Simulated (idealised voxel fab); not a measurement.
process module | voxel transistor to metal
cross-section cut | 160 nm wide | cells 5 nm
A cross-section is a grid of square cells, given in bands from the top down. A band is one or more rows of cells.
Each band's line starts with the height of the band's top and of its bottom, in nm. Then come its materials from left to right, each with its width in nm. One material with "throughout" fills the band from edge to edge. "air" is empty space.
Height 0 is the level under which the wafer as received is all one material. The lowest band goes on downwards, as in "0 down".
A width such as "30 to 40" changes by the same amount from each row of cells to the next, from the band's top row to its bottom row.
"no change" after a step means that no cell of the cross-section changed.
closed voids: empty space of 8 cells or more with no open way to the top, each as width x height at its distance from the left edge, in nm
after a step's settings: what the simulator itself notes on the step
overlay nm, on a step with a mask: how far to the right of its planned place the mask lay; to the left if negative
plan
1 op RECEIVE | material Si
2 op CONFORMAL_DEP | material SiO2 | thk nm 5
3 op CONFORMAL_DEP | material SiN | thk nm 10
4 op PATTERN | tone cover | mask id ACTIVE | material resist | width nm 100 | thk nm 20 | overlay nm 0
5 op DIRECTIONAL_ETCH | etch materials SiN | depth nm 10
6 op DIRECTIONAL_ETCH | etch materials SiO2 | depth nm 5
7 op DIRECTIONAL_ETCH | etch materials Si | depth nm 30
8 op STRIP | etch materials resist
9 op OXIDIZE | depth nm 5
10 op FILL_DEP | material SiO2 | thk nm 15
11 op CMP | height nm 15
12 op SELECTIVE_ETCH | etch materials SiO2 | depth nm 5
13 op STRIP | etch materials SiN
14 op SELECTIVE_ETCH | etch materials SiO2 | depth nm 5
15 op OXIDIZE | depth nm 5
16 op DIRECTIONAL_DEP | material polySi | thk nm 25
17 op DIRECTIONAL_DEP | material SiCN | thk nm 15
18 op DIRECTIONAL_DEP | material aC | thk nm 15
19 op PATTERN | tone cover | mask id GATE | material resist | width nm 30 | thk nm 30 | overlay nm 0
20 op DIRECTIONAL_ETCH | etch materials aC | depth nm 15
21 op STRIP | etch materials resist
22 op DIRECTIONAL_ETCH | etch materials SiCN | depth nm 25
23 op DIRECTIONAL_ETCH | etch materials polySi | depth nm 35
24 op STRIP | etch materials aC
25 op CONFORMAL_DEP | material SiN | thk nm 5
26 op DIRECTIONAL_ETCH | etch materials SiN | depth nm 5
27 op DIRECTIONAL_ETCH | etch materials SiO2 | depth nm 5
28 op DIRECTIONAL_ETCH | etch materials Si | depth nm 15
29 op EPI | material pSi | thk nm 15
30 op FILL_DEP | material SiO2 | thk nm 10
31 op CMP | height nm 25
32 op STRIP | etch materials polySi
33 op SELECTIVE_ETCH | etch materials SiO2 | depth nm 5
34 op CONFORMAL_DEP | material HfO2 | thk nm 5
35 op CONFORMAL_DEP | material TiN | thk nm 5
36 op FILL_DEP | material W | thk nm 5
37 op CMP | height nm 20
38 op DIRECTIONAL_DEP | material SiO2 | thk nm 10
39 op MASKED_ETCH | tone open | mask id CONTACT | width nm 15 | pitch nm 75 | etch materials SiO2 | depth nm 35 | overlay nm 0
40 op CONFORMAL_DEP | material TiN | thk nm 5
41 op FILL_DEP | material Ru | thk nm 5
42 op CMP | height nm 30
43 op CONFORMAL_DEP | material SiN | thk nm 5
44 op DIRECTIONAL_DEP | material SiO2 | thk nm 25
45 op PATTERN | tone open | mask id METAL_1 | material resist | width nm 15 | pitch nm 75 | thk nm 20 | overlay nm 0
46 op DIRECTIONAL_ETCH | etch materials SiO2 | depth nm 25
47 op DIRECTIONAL_ETCH | etch materials SiN | depth nm 5
48 op STRIP | etch materials resist
49 op CONFORMAL_DEP | material TiN | thk nm 5
50 op FILL_DEP | material Cu | thk nm 10
51 op CMP | height nm 60
52 op EPI | material Ru | thk nm 5
53 op FILL_DEP | material SiCN | thk nm 5
first wafer, as planned
as received, after step 1
  0 down: Si throughout
  closed voids: none
after step 2
  5 to 0: SiO2 throughout
  below 0: unchanged
after step 3
  15 to 5: SiN throughout
  below 5: unchanged
after step 4
  35 to 15: air 30 | resist 100 | air 30
  below 15: unchanged
after step 5
  35 to 15: air 30 | resist 100 | air 30
  15 to 5: air 30 | SiN 100 | air 30
  below 5: unchanged
after step 6
  35 to 15: air 30 | resist 100 | air 30
  15 to 5: air 30 | SiN 100 | air 30
  5 to 0: air 30 | SiO2 100 | air 30
  below 0: unchanged
after step 7
  35 to 15: air 30 | resist 100 | air 30
  15 to 5: air 30 | SiN 100 | air 30
  5 to 0: air 30 | SiO2 100 | air 30
  0 to -30: air 30 | Si 100 | air 30
  below -30: unchanged
after step 8
  15 to 5: air 30 | SiN 100 | air 30
  below 5: unchanged
after step 9
  15 to 5: air 30 | SiN 100 | air 30
  5 to 0: air 30 | SiO2 100 | air 30
  0 to -30: air 30 | SiO2 5 | Si 90 | SiO2 5 | air 30
  -30 to -35: SiO2 35 | Si 90 | SiO2 35
  below -35: unchanged
after step 10
  30 to 15: SiO2 throughout
  15 to 5: SiO2 30 | SiN 100 | SiO2 30
  5 to 0: SiO2 throughout
  0 to -35: SiO2 35 | Si 90 | SiO2 35
  below -35: unchanged
after step 11
  15 to 5: SiO2 30 | SiN 100 | SiO2 30
  below 5: unchanged
after step 12
  15 to 10: air 30 | SiN 100 | air 30
  below 10: unchanged
after step 13
  10 to 5: SiO2 30 | air 100 | SiO2 30
  below 5: unchanged
after step 14
  5 to 0: SiO2 25 | air 110 | SiO2 25
  below 0: unchanged
after step 15
  5 to 0: SiO2 25 | air 110 | SiO2 25
  0 to -5: SiO2 throughout
  below -5: unchanged
after step 16
  30 to 25: polySi 25 | air 110 | polySi 25
  25 to 5: polySi throughout
  5 to 0: SiO2 25 | polySi 110 | SiO2 25
  below 0: unchanged
after step 17
  45 to 40: SiCN 25 | air 110 | SiCN 25
  40 to 30: SiCN throughout
  30 to 25: polySi 25 | SiCN 110 | polySi 25
  below 25: unchanged
after step 18
  60 to 55: aC 25 | air 110 | aC 25
  55 to 45: aC throughout
  45 to 40: SiCN 25 | aC 110 | SiCN 25
  below 40: unchanged
after step 19
  90 to 60: air 65 | resist 30 | air 65
  60 to 55: aC 25 | air 40 | resist 30 | air 40 | aC 25
  below 55: unchanged
after step 20
  75 to 55: air 65 | resist 30 | air 65
  55 to 45: air 65 | aC 30 | air 65
  45 to 40: SiCN 25 | air 40 | aC 30 | air 40 | SiCN 25
  below 40: unchanged
after step 21
  55 to 45: air 65 | aC 30 | air 65
  below 45: unchanged
after step 22
  55 to 40: air 65 | aC 30 | air 65
  40 to 30: air 65 | SiCN 30 | air 65
  30 to 25: polySi 25 | air 40 | SiCN 30 | air 40 | polySi 25
  below 25: unchanged
after step 23
  55 to 40: air 65 | aC 30 | air 65
  40 to 25: air 65 | SiCN 30 | air 65
  25 to 5: air 65 | polySi 30 | air 65
  5 to 0: SiO2 25 | air 40 | polySi 30 | air 40 | SiO2 25
  below 0: unchanged
after step 24
  40 to 25: air 65 | SiCN 30 | air 65
  below 25: unchanged
after step 25
  45 to 40: air 60 | SiN 40 | air 60
  40 to 25: air 60 | SiN 5 | SiCN 30 | SiN 5 | air 60
  25 to 10: air 60 | SiN 5 | polySi 30 | SiN 5 | air 60
  10 to 5: SiN 30 | air 30 | SiN 5 | polySi 30 | SiN 5 | air 30 | SiN 30
  5 to 0: SiO2 25 | SiN 40 | polySi 30 | SiN 40 | SiO2 25
  below 0: unchanged
after step 26
  40 to 25: air 60 | SiN 5 | SiCN 30 | SiN 5 | air 60
  25 to 5: air 60 | SiN 5 | polySi 30 | SiN 5 | air 60
  5 to 0: SiO2 25 | SiN 5 | air 30 | SiN 5 | polySi 30 | SiN 5 | air 30 | SiN 5 | SiO2 25
  below 0: unchanged
after step 27
  40 to 25: air 60 | SiN 5 | SiCN 30 | SiN 5 | air 60
  25 to 5: air 60 | SiN 5 | polySi 30 | SiN 5 | air 60
  5 to 0: air 25 | SiN 5 | air 30 | SiN 5 | polySi 30 | SiN 5 | air 30 | SiN 5 | air 25
  0 to -5: SiO2 30 | air 30 | SiO2 40 | air 30 | SiO2 30
  below -5: unchanged
after step 28
  40 to 25: air 60 | SiN 5 | SiCN 30 | SiN 5 | air 60
  25 to 5: air 60 | SiN 5 | polySi 30 | SiN 5 | air 60
  5 to 0: air 25 | SiN 5 | air 30 | SiN 5 | polySi 30 | SiN 5 | air 30 | SiN 5 | air 25
  0 to -5: SiO2 30 | air 30 | SiO2 40 | air 30 | SiO2 30
  -5 to -20: SiO2 35 | air 25 | Si 40 | air 25 | SiO2 35
  below -20: unchanged
after step 29
  40 to 25: air 60 | SiN 5 | SiCN 30 | SiN 5 | air 60
  25 to 10: air 60 | SiN 5 | polySi 30 | SiN 5 | air 60
  10 to 5: air 45 | pSi 15 | SiN 5 | polySi 30 | SiN 5 | pSi 15 | air 45
  5 to 0: air 25 | SiN 5 | air 15 | pSi 15 | SiN 5 | polySi 30 | SiN 5 | pSi 15 | air 15 | SiN 5 | air 25
  0 to -5: SiO2 30 | air 15 | pSi 15 | SiO2 40 | pSi 15 | air 15 | SiO2 30
  -5 to -20: SiO2 35 | pSi 25 | Si 40 | pSi 25 | SiO2 35
  below -20: unchanged
after step 30
  50 to 40: SiO2 throughout
  40 to 25: SiO2 60 | SiN 5 | SiCN 30 | SiN 5 | SiO2 60
  25 to 10: SiO2 60 | SiN 5 | polySi 30 | SiN 5 | SiO2 60
  10 to 5: SiO2 45 | pSi 15 | SiN 5 | polySi 30 | SiN 5 | pSi 15 | SiO2 45
  5 to 0: SiO2 25 | SiN 5 | SiO2 15 | pSi 15 | SiN 5 | polySi 30 | SiN 5 | pSi 15 | SiO2 15 | SiN 5 | SiO2 25
  0 to -5: SiO2 45 | pSi 15 | SiO2 40 | pSi 15 | SiO2 45
  below -5: unchanged
after step 31
  25 to 10: SiO2 60 | SiN 5 | polySi 30 | SiN 5 | SiO2 60
  below 10: unchanged
after step 32
  25 to 10: SiO2 60 | SiN 5 | air 30 | SiN 5 | SiO2 60
  10 to 5: SiO2 45 | pSi 15 | SiN 5 | air 30 | SiN 5 | pSi 15 | SiO2 45
  5 to 0: SiO2 25 | SiN 5 | SiO2 15 | pSi 15 | SiN 5 | air 30 | SiN 5 | pSi 15 | SiO2 15 | SiN 5 | SiO2 25
  below 0: unchanged
after step 33
  25 to 20: air 60 | SiN 5 | air 30 | SiN 5 | air 60
  20 to 10: SiO2 60 | SiN 5 | air 30 | SiN 5 | SiO2 60
  10 to 5: SiO2 45 | pSi 15 | SiN 5 | air 30 | SiN 5 | pSi 15 | SiO2 45
  5 to 0: SiO2 25 | SiN 5 | SiO2 15 | pSi 15 | SiN 5 | air 30 | SiN 5 | pSi 15 | SiO2 15 | SiN 5 | SiO2 25
  0 to -5: SiO2 45 | pSi 15 | air 40 | pSi 15 | SiO2 45
  below -5: unchanged
after step 34
  30 to 25: air 55 | HfO2 15 | air 20 | HfO2 15 | air 55
  25 to 20: HfO2 60 | SiN 5 | HfO2 5 | air 20 | HfO2 5 | SiN 5 | HfO2 60
  20 to 10: SiO2 60 | SiN 5 | HfO2 5 | air 20 | HfO2 5 | SiN 5 | SiO2 60
  10 to 5: SiO2 45 | pSi 15 | SiN 5 | HfO2 5 | air 20 | HfO2 5 | SiN 5 | pSi 15 | SiO2 45
  5 to 0: SiO2 25 | SiN 5 | SiO2 15 | pSi 15 | SiN 5 | HfO2 5 | air 20 | HfO2 5 | SiN 5 | pSi 15 | SiO2 15 | SiN 5 | SiO2 25
  0 to -5: SiO2 45 | pSi 15 | HfO2 40 | pSi 15 | SiO2 45
  below -5: unchanged
after step 35
  35 to 30: air 50 | TiN 25 | air 10 | TiN 25 | air 50
  30 to 25: TiN 55 | HfO2 15 | TiN 5 | air 10 | TiN 5 | HfO2 15 | TiN 55
  25 to 20: HfO2 60 | SiN 5 | HfO2 5 | TiN 5 | air 10 | TiN 5 | HfO2 5 | SiN 5 | HfO2 60
  20 to 10: SiO2 60 | SiN 5 | HfO2 5 | TiN 5 | air 10 | TiN 5 | HfO2 5 | SiN 5 | SiO2 60
  10 to 5: SiO2 45 | pSi 15 | SiN 5 | HfO2 5 | TiN 5 | air 10 | TiN 5 | HfO2 5 | SiN 5 | pSi 15 | SiO2 45
  5 to 0: SiO2 25 | SiN 5 | SiO2 15 | pSi 15 | SiN 5 | HfO2 5 | TiN 20 | HfO2 5 | SiN 5 | pSi 15 | SiO2 15 | SiN 5 | SiO2 25
  below 0: unchanged
after step 36
  40 to 35: W throughout
  35 to 30: W 50 | TiN 25 | W 10 | TiN 25 | W 50
  30 to 25: TiN 55 | HfO2 15 | TiN 5 | W 10 | TiN 5 | HfO2 15 | TiN 55
  25 to 20: HfO2 60 | SiN 5 | HfO2 5 | TiN 5 | W 10 | TiN 5 | HfO2 5 | SiN 5 | HfO2 60
  20 to 10: SiO2 60 | SiN 5 | HfO2 5 | TiN 5 | W 10 | TiN 5 | HfO2 5 | SiN 5 | SiO2 60
  10 to 5: SiO2 45 | pSi 15 | SiN 5 | HfO2 5 | TiN 5 | W 10 | TiN 5 | HfO2 5 | SiN 5 | pSi 15 | SiO2 45
  below 5: unchanged
after step 37
  20 to 10: SiO2 60 | SiN 5 | HfO2 5 | TiN 5 | W 10 | TiN 5 | HfO2 5 | SiN 5 | SiO2 60
  below 10: unchanged
after step 38
  30 to 20: SiO2 throughout
  below 20: unchanged
after step 39
  30 to 20: SiO2 35 | air 15 | SiO2 60 | air 15 | SiO2 35
  20 to 10: SiO2 35 | air 15 | SiO2 10 | SiN 5 | HfO2 5 | TiN 5 | W 10 | TiN 5 | HfO2 5 | SiN 5 | SiO2 10 | air 15 | SiO2 35
  10 to 5: SiO2 35 | air 10 | pSi 15 | SiN 5 | HfO2 5 | TiN 5 | W 10 | TiN 5 | HfO2 5 | SiN 5 | pSi 15 | air 10 | SiO2 35
  5 to 0: SiO2 25 | SiN 5 | SiO2 5 | air 10 | pSi 15 | SiN 5 | HfO2 5 | TiN 20 | HfO2 5 | SiN 5 | pSi 15 | air 10 | SiO2 5 | SiN 5 | SiO2 25
  0 to -5: SiO2 35 | air 10 | pSi 15 | HfO2 40 | pSi 15 | air 10 | SiO2 35
  below -5: unchanged
after step 40
  35 to 30: TiN 40 | air 5 | TiN 70 | air 5 | TiN 40
  30 to 20: SiO2 35 | TiN 5 | air 5 | TiN 5 | SiO2 60 | TiN 5 | air 5 | TiN 5 | SiO2 35
  20 to 15: SiO2 35 | TiN 5 | air 5 | TiN 5 | SiO2 10 | SiN 5 | HfO2 5 | TiN 5 | W 10 | TiN 5 | HfO2 5 | SiN 5 | SiO2 10 | TiN 5 | air 5 | TiN 5 | SiO2 35
  15 to 10: SiO2 35 | TiN 15 | SiO2 10 | SiN 5 | HfO2 5 | TiN 5 | W 10 | TiN 5 | HfO2 5 | SiN 5 | SiO2 10 | TiN 15 | SiO2 35
  10 to 5: SiO2 35 | TiN 10 | pSi 15 | SiN 5 | HfO2 5 | TiN 5 | W 10 | TiN 5 | HfO2 5 | SiN 5 | pSi 15 | TiN 10 | SiO2 35
  5 to 0: SiO2 25 | SiN 5 | SiO2 5 | TiN 10 | pSi 15 | SiN 5 | HfO2 5 | TiN 20 | HfO2 5 | SiN 5 | pSi 15 | TiN 10 | SiO2 5 | SiN 5 | SiO2 25
  0 to -5: SiO2 35 | TiN 10 | pSi 15 | HfO2 40 | pSi 15 | TiN 10 | SiO2 35
  below -5: unchanged
after step 41
  40 to 35: Ru throughout
  35 to 30: TiN 40 | Ru 5 | TiN 70 | Ru 5 | TiN 40
  30 to 20: SiO2 35 | TiN 5 | Ru 5 | TiN 5 | SiO2 60 | TiN 5 | Ru 5 | TiN 5 | SiO2 35
  20 to 15: SiO2 35 | TiN 5 | Ru 5 | TiN 5 | SiO2 10 | SiN 5 | HfO2 5 | TiN 5 | W 10 | TiN 5 | HfO2 5 | SiN 5 | SiO2 10 | TiN 5 | Ru 5 | TiN 5 | SiO2 35
  below 15: unchanged
after step 42
  30 to 20: SiO2 35 | TiN 5 | Ru 5 | TiN 5 | SiO2 60 | TiN 5 | Ru 5 | TiN 5 | SiO2 35
  below 20: unchanged
after step 43
  35 to 30: SiN throughout
  below 30: unchanged
after step 44
  60 to 35: SiO2 throughout
  below 35: unchanged
after step 45
  80 to 60: resist 35 | air 15 | resist 60 | air 15 | resist 35
  below 60: unchanged
after step 46
  80 to 60: resist 35 | air 15 | resist 60 | air 15 | resist 35
  60 to 35: SiO2 35 | air 15 | SiO2 60 | air 15 | SiO2 35
  below 35: unchanged
after step 47
  80 to 60: resist 35 | air 15 | resist 60 | air 15 | resist 35
  60 to 35: SiO2 35 | air 15 | SiO2 60 | air 15 | SiO2 35
  35 to 30: SiN 35 | air 15 | SiN 60 | air 15 | SiN 35
  below 30: unchanged
after step 48
  60 to 35: SiO2 35 | air 15 | SiO2 60 | air 15 | SiO2 35
  below 35: unchanged
after step 49
  65 to 60: TiN 40 | air 5 | TiN 70 | air 5 | TiN 40
  60 to 35: SiO2 35 | TiN 5 | air 5 | TiN 5 | SiO2 60 | TiN 5 | air 5 | TiN 5 | SiO2 35
  35 to 30: SiN 35 | TiN 15 | SiN 60 | TiN 15 | SiN 35
  below 30: unchanged
after step 50
  75 to 65: Cu throughout
  65 to 60: TiN 40 | Cu 5 | TiN 70 | Cu 5 | TiN 40
  60 to 35: SiO2 35 | TiN 5 | Cu 5 | TiN 5 | SiO2 60 | TiN 5 | Cu 5 | TiN 5 | SiO2 35
  below 35: unchanged
after step 51
  60 to 35: SiO2 35 | TiN 5 | Cu 5 | TiN 5 | SiO2 60 | TiN 5 | Cu 5 | TiN 5 | SiO2 35
  below 35: unchanged
after step 52
  65 to 60: air 30 | Ru 25 | air 50 | Ru 25 | air 30
  below 60: unchanged
after step 53
  70 to 65: SiCN throughout
  65 to 60: SiCN 30 | Ru 25 | SiCN 50 | Ru 25 | SiCN 30
  below 60: unchanged
second wafer: like start, like plan, one mistake. Through step 15 it matches the first wafer
when step 16 should have ended: no change
when step 17 should have ended
  20 to 15: SiCN 25 | air 110 | SiCN 25
  15 to 5: SiCN throughout
  5 to 0: SiO2 25 | SiCN 110 | SiO2 25
  below 0: unchanged
when step 18 should have ended
  35 to 30: aC 25 | air 110 | aC 25
  30 to 20: aC throughout
  20 to 15: SiCN 25 | aC 110 | SiCN 25
  below 15: unchanged
when step 19 should have ended
  65 to 35: air 65 | resist 30 | air 65
  35 to 30: aC 25 | air 40 | resist 30 | air 40 | aC 25
  below 30: unchanged
when step 20 should have ended
  50 to 30: air 65 | resist 30 | air 65
  30 to 20: air 65 | aC 30 | air 65
  20 to 15: SiCN 25 | air 40 | aC 30 | air 40 | SiCN 25
  below 15: unchanged
when step 21 should have ended
  30 to 20: air 65 | aC 30 | air 65
  below 20: unchanged
when step 22 should have ended
  30 to 15: air 65 | aC 30 | air 65
  15 to 5: air 65 | SiCN 30 | air 65
  5 to 0: SiO2 25 | air 40 | SiCN 30 | air 40 | SiO2 25
  below 0: unchanged
when step 23 should have ended: no change
when step 24 should have ended
  15 to 5: air 65 | SiCN 30 | air 65
  below 5: unchanged
when step 25 should have ended
  20 to 15: air 60 | SiN 40 | air 60
  15 to 10: air 60 | SiN 5 | SiCN 30 | SiN 5 | air 60
  10 to 5: SiN 30 | air 30 | SiN 5 | SiCN 30 | SiN 5 | air 30 | SiN 30
  5 to 0: SiO2 25 | SiN 40 | SiCN 30 | SiN 40 | SiO2 25
  below 0: unchanged
when step 26 should have ended
  15 to 5: air 60 | SiN 5 | SiCN 30 | SiN 5 | air 60
  5 to 0: SiO2 25 | SiN 5 | air 30 | SiN 5 | SiCN 30 | SiN 5 | air 30 | SiN 5 | SiO2 25
  below 0: unchanged
when step 27 should have ended
  15 to 5: air 60 | SiN 5 | SiCN 30 | SiN 5 | air 60
  5 to 0: air 25 | SiN 5 | air 30 | SiN 5 | SiCN 30 | SiN 5 | air 30 | SiN 5 | air 25
  0 to -5: SiO2 30 | air 30 | SiO2 40 | air 30 | SiO2 30
  below -5: unchanged
when step 28 should have ended
  15 to 5: air 60 | SiN 5 | SiCN 30 | SiN 5 | air 60
  5 to 0: air 25 | SiN 5 | air 30 | SiN 5 | SiCN 30 | SiN 5 | air 30 | SiN 5 | air 25
  0 to -5: SiO2 30 | air 30 | SiO2 40 | air 30 | SiO2 30
  -5 to -20: SiO2 35 | air 25 | Si 40 | air 25 | SiO2 35
  below -20: unchanged
when step 29 should have ended
  15 to 10: air 60 | SiN 5 | SiCN 30 | SiN 5 | air 60
  10 to 5: air 45 | pSi 15 | SiN 5 | SiCN 30 | SiN 5 | pSi 15 | air 45
  5 to 0: air 25 | SiN 5 | air 15 | pSi 15 | SiN 5 | SiCN 30 | SiN 5 | pSi 15 | air 15 | SiN 5 | air 25
  0 to -5: SiO2 30 | air 15 | pSi 15 | SiO2 40 | pSi 15 | air 15 | SiO2 30
  -5 to -20: SiO2 35 | pSi 25 | Si 40 | pSi 25 | SiO2 35
  below -20: unchanged
when step 30 should have ended
  25 to 15: SiO2 throughout
  15 to 10: SiO2 60 | SiN 5 | SiCN 30 | SiN 5 | SiO2 60
  10 to 5: SiO2 45 | pSi 15 | SiN 5 | SiCN 30 | SiN 5 | pSi 15 | SiO2 45
  5 to 0: SiO2 25 | SiN 5 | SiO2 15 | pSi 15 | SiN 5 | SiCN 30 | SiN 5 | pSi 15 | SiO2 15 | SiN 5 | SiO2 25
  0 to -5: SiO2 45 | pSi 15 | SiO2 40 | pSi 15 | SiO2 45
  below -5: unchanged
when step 31 should have ended: no change
when step 32 should have ended: no change
when step 33 should have ended
  20 to 15: SiO2 throughout
  below 15: unchanged
when step 34 should have ended
  25 to 20: HfO2 throughout
  below 20: unchanged
when step 35 should have ended
  30 to 25: TiN throughout
  below 25: unchanged
when step 36 should have ended
  35 to 30: W throughout
  below 30: unchanged
when step 37 should have ended
  20 to 15: SiO2 throughout
  below 15: unchanged
when step 38 should have ended
  30 to 15: SiO2 throughout
  below 15: unchanged
when step 39 should have ended
  30 to 15: SiO2 35 | air 15 | SiO2 60 | air 15 | SiO2 35
  15 to 10: SiO2 35 | air 15 | SiO2 10 | SiN 5 | SiCN 30 | SiN 5 | SiO2 10 | air 15 | SiO2 35
  10 to 5: SiO2 35 | air 10 | pSi 15 | SiN 5 | SiCN 30 | SiN 5 | pSi 15 | air 10 | SiO2 35
  5 to 0: SiO2 25 | SiN 5 | SiO2 5 | air 10 | pSi 15 | SiN 5 | SiCN 30 | SiN 5 | pSi 15 | air 10 | SiO2 5 | SiN 5 | SiO2 25
  0 to -5: SiO2 35 | air 10 | pSi 15 | SiO2 40 | pSi 15 | air 10 | SiO2 35
  below -5: unchanged
when step 40 should have ended
  35 to 30: TiN 40 | air 5 | TiN 70 | air 5 | TiN 40
  30 to 15: SiO2 35 | TiN 5 | air 5 | TiN 5 | SiO2 60 | TiN 5 | air 5 | TiN 5 | SiO2 35
  15 to 10: SiO2 35 | TiN 15 | SiO2 10 | SiN 5 | SiCN 30 | SiN 5 | SiO2 10 | TiN 15 | SiO2 35
  10 to 5: SiO2 35 | TiN 10 | pSi 15 | SiN 5 | SiCN 30 | SiN 5 | pSi 15 | TiN 10 | SiO2 35
  5 to 0: SiO2 25 | SiN 5 | SiO2 5 | TiN 10 | pSi 15 | SiN 5 | SiCN 30 | SiN 5 | pSi 15 | TiN 10 | SiO2 5 | SiN 5 | SiO2 25
  0 to -5: SiO2 35 | TiN 10 | pSi 15 | SiO2 40 | pSi 15 | TiN 10 | SiO2 35
  below -5: unchanged
when step 41 should have ended
  40 to 35: Ru throughout
  35 to 30: TiN 40 | Ru 5 | TiN 70 | Ru 5 | TiN 40
  30 to 15: SiO2 35 | TiN 5 | Ru 5 | TiN 5 | SiO2 60 | TiN 5 | Ru 5 | TiN 5 | SiO2 35
  below 15: unchanged
when step 42 should have ended
  30 to 15: SiO2 35 | TiN 5 | Ru 5 | TiN 5 | SiO2 60 | TiN 5 | Ru 5 | TiN 5 | SiO2 35
  below 15: unchanged
when step 43 should have ended
  35 to 30: SiN throughout
  below 30: unchanged
when step 44 should have ended
  60 to 35: SiO2 throughout
  below 35: unchanged
when step 45 should have ended
  80 to 60: resist 35 | air 15 | resist 60 | air 15 | resist 35
  below 60: unchanged
when step 46 should have ended
  80 to 60: resist 35 | air 15 | resist 60 | air 15 | resist 35
  60 to 35: SiO2 35 | air 15 | SiO2 60 | air 15 | SiO2 35
  below 35: unchanged
when step 47 should have ended
  80 to 60: resist 35 | air 15 | resist 60 | air 15 | resist 35
  60 to 35: SiO2 35 | air 15 | SiO2 60 | air 15 | SiO2 35
  35 to 30: SiN 35 | air 15 | SiN 60 | air 15 | SiN 35
  below 30: unchanged
when step 48 should have ended
  60 to 35: SiO2 35 | air 15 | SiO2 60 | air 15 | SiO2 35
  below 35: unchanged
when step 49 should have ended
  65 to 60: TiN 40 | air 5 | TiN 70 | air 5 | TiN 40
  60 to 35: SiO2 35 | TiN 5 | air 5 | TiN 5 | SiO2 60 | TiN 5 | air 5 | TiN 5 | SiO2 35
  35 to 30: SiN 35 | TiN 15 | SiN 60 | TiN 15 | SiN 35
  below 30: unchanged
when step 50 should have ended
  75 to 65: Cu throughout
  65 to 60: TiN 40 | Cu 5 | TiN 70 | Cu 5 | TiN 40
  60 to 35: SiO2 35 | TiN 5 | Cu 5 | TiN 5 | SiO2 60 | TiN 5 | Cu 5 | TiN 5 | SiO2 35
  below 35: unchanged
when step 51 should have ended
  60 to 35: SiO2 35 | TiN 5 | Cu 5 | TiN 5 | SiO2 60 | TiN 5 | Cu 5 | TiN 5 | SiO2 35
  below 35: unchanged
when step 52 should have ended
  65 to 60: air 30 | Ru 25 | air 50 | Ru 25 | air 30
  below 60: unchanged
when step 53 should have ended
  70 to 65: SiCN throughout
  65 to 60: SiCN 30 | Ru 25 | SiCN 50 | Ru 25 | SiCN 30
  below 60: unchanged
what went wrong: step 16 was left out
at the end the second wafer has, in cells: 16 fewer of HfO2 | 18 more of SiCN | 2 fewer of SiN | 16 more of SiO2 | 10 fewer of TiN | 6 fewer of W
